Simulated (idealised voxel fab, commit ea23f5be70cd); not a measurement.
process module | voxel gate over fins
Xsec cut, 230 nm wide, square cell size 5 nm.
This document writes a cross-section as a grid whose cells are square, and gives it as bands, listed from the top down; one or more rows of cells form a band.
It is stipulated that each band's entry specify, in nanometres, the height of the top of the band and then that of its bottom, followed by the materials of the band in left-to-right sequence, each together with its width in nanometres. A single material marked by the word "throughout" is understood to fill the band from edge to edge; the word "air" is understood to denote empty space.
Height is counted from the level 0, under which the received wafer is composed throughout of one material. The lowest of the bands is not closed at the bottom but continues downward, in the notation "0 -> down".
The two numbers in a width such as "30 to 40" mark its ends across the band: the first belongs to the top row of cells, the second to the bottom row, and from each row to the next the width moves by the same amount.
Given "everything unchanged" for a step, no cell of the cross-section differs between before and after that step.
"Sealed void list" means: voids of 8 cells or more that are shut off from the top with no open way through. Written width x height at distance, distance from the left edge, in nm.
Past the settings on a step's line: simulator remark, on that step.
For masked steps, "overlay nm" on the step line gives how far right of plan the mask actually lay; a minus sign means it lay to the left.

The planned process steps are enumerated hereunder:
1) RECEIVE,material Si
2) CONFORMAL_DEP,material SiN,thk nm 10
3) PATTERN,tone cover,mask id FINS,material resist,width nm 15,pitch nm 35,thk nm 15,overlay nm 0
4) DIRECTIONAL_ETCH,etch materials SiN,depth nm 10
5) DIRECTIONAL_ETCH,etch materials Si,depth nm 30
6) STRIP,etch materials resist
7) OXIDIZE,depth nm 5
8) FILL_DEP,material SiO2,thk nm 15
9) CMP,height nm 10
10) SELECTIVE_ETCH,etch materials SiO2,depth nm 20
11) STRIP,etch materials SiN
12) CONFORMAL_DEP,material HfO2,thk nm 5
13) CONFORMAL_DEP,material TiN,thk nm 5
14) CONFORMAL_DEP,material TiAl,thk nm 5
15) CONFORMAL_DEP,material TiN,thk nm 5
16) FILL_DEP,material W,thk nm 10
17) CMP,height nm 25
18) CONFORMAL_DEP,material SiCN,thk nm 10

First wafer, as planned:

Here's what the wafer looked like in cross-section when it arrived - that's after step 1:
- 0 -> down = Si throughout
- Sealed void list: none

Cross-section of the wafer subsequent to step 2:
- 10 -> 0 = SiN throughout
- Lower than 0, everything is as it was.

Cross-section of the wafer subsequent to step 3:
- 25 -> 10 = 70 nm air  15 nm resist  20 nm air  15 nm resist  20 nm air  15 nm resist  75 nm air
- Lower than 10, everything is as it was.

Cross-section of the wafer subsequent to step 4:
- 25 -> 10 = 70 nm air  15 nm resist  20 nm air  15 nm resist  20 nm air  15 nm resist  75 nm air
- 10 -> 0 = 70 nm air  15 nm SiN  20 nm air  15 nm SiN  20 nm air  15 nm SiN  75 nm air
- Lower than 0, everything is as it was.

Cross-section of the wafer subsequent to step 5:
- 25 -> 10 = 70 nm air  15 nm resist  20 nm air  15 nm resist  20 nm air  15 nm resist  75 nm air
- 10 -> 0 = 70 nm air  15 nm SiN  20 nm air  15 nm SiN  20 nm air  15 nm SiN  75 nm air
- 0 -> -30 = 70 nm air  15 nm Si  20 nm air  15 nm Si  20 nm air  15 nm Si  75 nm air
- Lower than -30, everything is as it was.

Cross-section of the wafer subsequent to step 6:
- 10 -> 0 = 70 nm air  15 nm SiN  20 nm air  15 nm SiN  20 nm air  15 nm SiN  75 nm air
- Lower than 0, everything is as it was.

Cross-section of the wafer subsequent to step 7:
- 10 -> 0 = 70 nm air  15 nm SiN  20 nm air  15 nm SiN  20 nm air  15 nm SiN  75 nm air
- 0 -> -30 = 70 nm air  5 nm SiO2  5 nm Si  5 nm SiO2  20 nm air  5 nm SiO2  5 nm Si  5 nm SiO2  20 nm air  5 nm SiO2  5 nm Si  5 nm SiO2  75 nm air
- -30 -> -35 = 75 nm SiO2  5 nm Si  30 nm SiO2  5 nm Si  30 nm SiO2  5 nm Si  80 nm SiO2
- Lower than -35, everything is as it was.

Cross-section of the wafer subsequent to step 8:
- 25 -> 10 = SiO2 throughout
- 10 -> 0 = 70 nm SiO2  15 nm SiN  20 nm SiO2  15 nm SiN  20 nm SiO2  15 nm SiN  75 nm SiO2
- 0 -> -35 = 75 nm SiO2  5 nm Si  30 nm SiO2  5 nm Si  30 nm SiO2  5 nm Si  80 nm SiO2
- Lower than -35, everything is as it was.

Cross-section of the wafer subsequent to step 9:
- 10 -> 0 = 70 nm SiO2  15 nm SiN  20 nm SiO2  15 nm SiN  20 nm SiO2  15 nm SiN  75 nm SiO2
- Lower than 0, everything is as it was.

Cross-section of the wafer subsequent to step 10:
- 10 -> 0 = 70 nm air  15 nm SiN  20 nm air  15 nm SiN  20 nm air  15 nm SiN  75 nm air
- 0 -> -10 = 75 nm air  5 nm Si  30 nm air  5 nm Si  30 nm air  5 nm Si  80 nm air
- Lower than -10, everything is as it was.

Cross-section of the wafer subsequent to step 11:
- 0 -> -10 = 75 nm air  5 nm Si  30 nm air  5 nm Si  30 nm air  5 nm Si  80 nm air
- Lower than -10, everything is as it was.

Cross-section of the wafer subsequent to step 12:
- 5 -> 0 = 70 nm air  15 nm HfO2  20 nm air  15 nm HfO2  20 nm air  15 nm HfO2  75 nm air
- 0 -> -5 = 70 nm air  5 nm HfO2  5 nm Si  5 nm HfO2  20 nm air  5 nm HfO2  5 nm Si  5 nm HfO2  20 nm air  5 nm HfO2  5 nm Si  5 nm HfO2  75 nm air
- -5 -> -10 = 75 nm HfO2  5 nm Si  30 nm HfO2  5 nm Si  30 nm HfO2  5 nm Si  80 nm HfO2
- Lower than -10, everything is as it was.

Cross-section of the wafer subsequent to step 13:
- 10 -> 5 = 65 nm air  25 nm TiN  10 nm air  25 nm TiN  10 nm air  25 nm TiN  70 nm air
- 5 -> 0 = 65 nm air  5 nm TiN  15 nm HfO2  5 nm TiN  10 nm air  5 nm TiN  15 nm HfO2  5 nm TiN  10 nm air  5 nm TiN  15 nm HfO2  5 nm TiN  70 nm air
- 0 -> -5 = 70 nm TiN  5 nm HfO2  5 nm Si  5 nm HfO2  20 nm TiN  5 nm HfO2  5 nm Si  5 nm HfO2  20 nm TiN  5 nm HfO2  5 nm Si  5 nm HfO2  75 nm TiN
- Lower than -5, everything is as it was.

Cross-section of the wafer subsequent to step 14:
- 15 -> 10 = 60 nm air  105 nm TiAl  65 nm air
- 10 -> 5 = 60 nm air  5 nm TiAl  25 nm TiN  10 nm TiAl  25 nm TiN  10 nm TiAl  25 nm TiN  5 nm TiAl  65 nm air
- 5 -> 0 = 65 nm TiAl  5 nm TiN  15 nm HfO2  5 nm TiN  10 nm TiAl  5 nm TiN  15 nm HfO2  5 nm TiN  10 nm TiAl  5 nm TiN  15 nm HfO2  5 nm TiN  70 nm TiAl
- Lower than 0, everything is as it was.

Cross-section of the wafer subsequent to step 15:
- 20 -> 15 = 55 nm air  115 nm TiN  60 nm air
- 15 -> 10 = 55 nm air  5 nm TiN  105 nm TiAl  5 nm TiN  60 nm air
- 10 -> 5 = 60 nm TiN  5 nm TiAl  25 nm TiN  10 nm TiAl  25 nm TiN  10 nm TiAl  25 nm TiN  5 nm TiAl  65 nm TiN
- Lower than 5, everything is as it was.

Cross-section of the wafer subsequent to step 16:
- 30 -> 20 = W throughout
- 20 -> 15 = 55 nm W  115 nm TiN  60 nm W
- 15 -> 10 = 55 nm W  5 nm TiN  105 nm TiAl  5 nm TiN  60 nm W
- Lower than 10, everything is as it was.

Cross-section of the wafer subsequent to step 17:
- 25 -> 20 = W throughout
- Lower than 20, everything is as it was.

Cross-section of the wafer subsequent to step 18:
- 35 -> 25 = SiCN throughout
- Lower than 25, everything is as it was.

Second wafer. Start and plan as for the first. One mistake made in running. Agrees with the first up to and including step 9:

At the planned end of step 10, the second wafer in cross-section:
- 10 -> 0 = 70 nm air  15 nm SiN  20 nm air  15 nm SiN  20 nm air  15 nm SiN  75 nm air
- 0 -> -30 = 75 nm air  5 nm Si  30 nm air  5 nm Si  30 nm air  5 nm Si  80 nm air
- Lower than -30, everything is as it was.

At the planned end of step 11, the second wafer in cross-section:
- 0 -> -30 = 75 nm air  5 nm Si  30 nm air  5 nm Si  30 nm air  5 nm Si  80 nm air
- Lower than -30, everything is as it was.

At the planned end of step 12, the second wafer in cross-section:
- 5 -> 0 = 70 nm air  15 nm HfO2  20 nm air  15 nm HfO2  20 nm air  15 nm HfO2  75 nm air
- 0 -> -25 = 70 nm air  5 nm HfO2  5 nm Si  5 nm HfO2  20 nm air  5 nm HfO2  5 nm Si  5 nm HfO2  20 nm air  5 nm HfO2  5 nm Si  5 nm HfO2  75 nm air
- -25 -> -30 = 75 nm HfO2  5 nm Si  30 nm HfO2  5 nm Si  30 nm HfO2  5 nm Si  80 nm HfO2
- Lower than -30, everything is as it was.

At the planned end of step 13, the second wafer in cross-section:
- 10 -> 5 = 65 nm air  25 nm TiN  10 nm air  25 nm TiN  10 nm air  25 nm TiN  70 nm air
- 5 -> 0 = 65 nm air  5 nm TiN  15 nm HfO2  5 nm TiN  10 nm air  5 nm TiN  15 nm HfO2  5 nm TiN  10 nm air  5 nm TiN  15 nm HfO2  5 nm TiN  70 nm air
- 0 -> -20 = 65 nm air  5 nm TiN  5 nm HfO2  5 nm Si  5 nm HfO2  5 nm TiN  10 nm air  5 nm TiN  5 nm HfO2  5 nm Si  5 nm HfO2  5 nm TiN  10 nm air  5 nm TiN  5 nm HfO2  5 nm Si  5 nm HfO2  5 nm TiN  70 nm air
- -20 -> -25 = 70 nm TiN  5 nm HfO2  5 nm Si  5 nm HfO2  20 nm TiN  5 nm HfO2  5 nm Si  5 nm HfO2  20 nm TiN  5 nm HfO2  5 nm Si  5 nm HfO2  75 nm TiN
- Lower than -25, everything is as it was.

At the planned end of step 14, the second wafer in cross-section:
- 15 -> 10 = 60 nm air  105 nm TiAl  65 nm air
- 10 -> 5 = 60 nm air  5 nm TiAl  25 nm TiN  10 nm TiAl  25 nm TiN  10 nm TiAl  25 nm TiN  5 nm TiAl  65 nm air
- 5 -> 0 = 60 nm air  5 nm TiAl  5 nm TiN  15 nm HfO2  5 nm TiN  10 nm TiAl  5 nm TiN  15 nm HfO2  5 nm TiN  10 nm TiAl  5 nm TiN  15 nm HfO2  5 nm TiN  5 nm TiAl  65 nm air
- 0 -> -15 = 60 nm air  5 nm TiAl  5 nm TiN  5 nm HfO2  5 nm Si  5 nm HfO2  5 nm TiN  10 nm TiAl  5 nm TiN  5 nm HfO2  5 nm Si  5 nm HfO2  5 nm TiN  10 nm TiAl  5 nm TiN  5 nm HfO2  5 nm Si  5 nm HfO2  5 nm TiN  5 nm TiAl  65 nm air
- -15 -> -20 = 65 nm TiAl  5 nm TiN  5 nm HfO2  5 nm Si  5 nm HfO2  5 nm TiN  10 nm TiAl  5 nm TiN  5 nm HfO2  5 nm Si  5 nm HfO2  5 nm TiN  10 nm TiAl  5 nm TiN  5 nm HfO2  5 nm Si  5 nm HfO2  5 nm TiN  70 nm TiAl
- Lower than -20, everything is as it was.

At the planned end of step 15, the second wafer in cross-section:
- 20 -> 15 = 55 nm air  115 nm TiN  60 nm air
- 15 -> 10 = 55 nm air  5 nm TiN  105 nm TiAl  5 nm TiN  60 nm air
- 10 -> 5 = 55 nm air  5 nm TiN  5 nm TiAl  25 nm TiN  10 nm TiAl  25 nm TiN  10 nm TiAl  25 nm TiN  5 nm TiAl  5 nm TiN  60 nm air
- 5 -> 0 = 55 nm air  5 nm TiN  5 nm TiAl  5 nm TiN  15 nm HfO2  5 nm TiN  10 nm TiAl  5 nm TiN  15 nm HfO2  5 nm TiN  10 nm TiAl  5 nm TiN  15 nm HfO2  5 nm TiN  5 nm TiAl  5 nm TiN  60 nm air
- 0 -> -10 = 55 nm air  5 nm TiN  5 nm TiAl  5 nm TiN  5 nm HfO2  5 nm Si  5 nm HfO2  5 nm TiN  10 nm TiAl  5 nm TiN  5 nm HfO2  5 nm Si  5 nm HfO2  5 nm TiN  10 nm TiAl  5 nm TiN  5 nm HfO2  5 nm Si  5 nm HfO2  5 nm TiN  5 nm TiAl  5 nm TiN  60 nm air
- -10 -> -15 = 60 nm TiN  5 nm TiAl  5 nm TiN  5 nm HfO2  5 nm Si  5 nm HfO2  5 nm TiN  10 nm TiAl  5 nm TiN  5 nm HfO2  5 nm Si  5 nm HfO2  5 nm TiN  10 nm TiAl  5 nm TiN  5 nm HfO2  5 nm Si  5 nm HfO2  5 nm TiN  5 nm TiAl  65 nm TiN
- Lower than -15, everything is as it was.

At the planned end of step 16, the second wafer in cross-section:
- 30 -> 20 = W throughout
- 20 -> 15 = 55 nm W  115 nm TiN  60 nm W
- 15 -> 10 = 55 nm W  5 nm TiN  105 nm TiAl  5 nm TiN  60 nm W
- 10 -> 5 = 55 nm W  5 nm TiN  5 nm TiAl  25 nm TiN  10 nm TiAl  25 nm TiN  10 nm TiAl  25 nm TiN  5 nm TiAl  5 nm TiN  60 nm W
- 5 -> 0 = 55 nm W  5 nm TiN  5 nm TiAl  5 nm TiN  15 nm HfO2  5 nm TiN  10 nm TiAl  5 nm TiN  15 nm HfO2  5 nm TiN  10 nm TiAl  5 nm TiN  15 nm HfO2  5 nm TiN  5 nm TiAl  5 nm TiN  60 nm W
- 0 -> -10 = 55 nm W  5 nm TiN  5 nm TiAl  5 nm TiN  5 nm HfO2  5 nm Si  5 nm HfO2  5 nm TiN  10 nm TiAl  5 nm TiN  5 nm HfO2  5 nm Si  5 nm HfO2  5 nm TiN  10 nm TiAl  5 nm TiN  5 nm HfO2  5 nm Si  5 nm HfO2  5 nm TiN  5 nm TiAl  5 nm TiN  60 nm W
- Lower than -10, everything is as it was.

At the planned end of step 17, the second wafer in cross-section:
- 25 -> 20 = W throughout
- Lower than 20, everything is as it was.

At the planned end of step 18, the second wafer in cross-section:
- 35 -> 25 = SiCN throughout
- Lower than 25, everything is as it was.
Misprocessing identified: step 10 from the plan got run twice
Wrapping up, a cell-based count of both wafers puts the second over or under the first for these materials: 24 more of HfO2; 172 fewer of SiO2; 24 more of TiAl; 32 more of TiN; 92 more of W
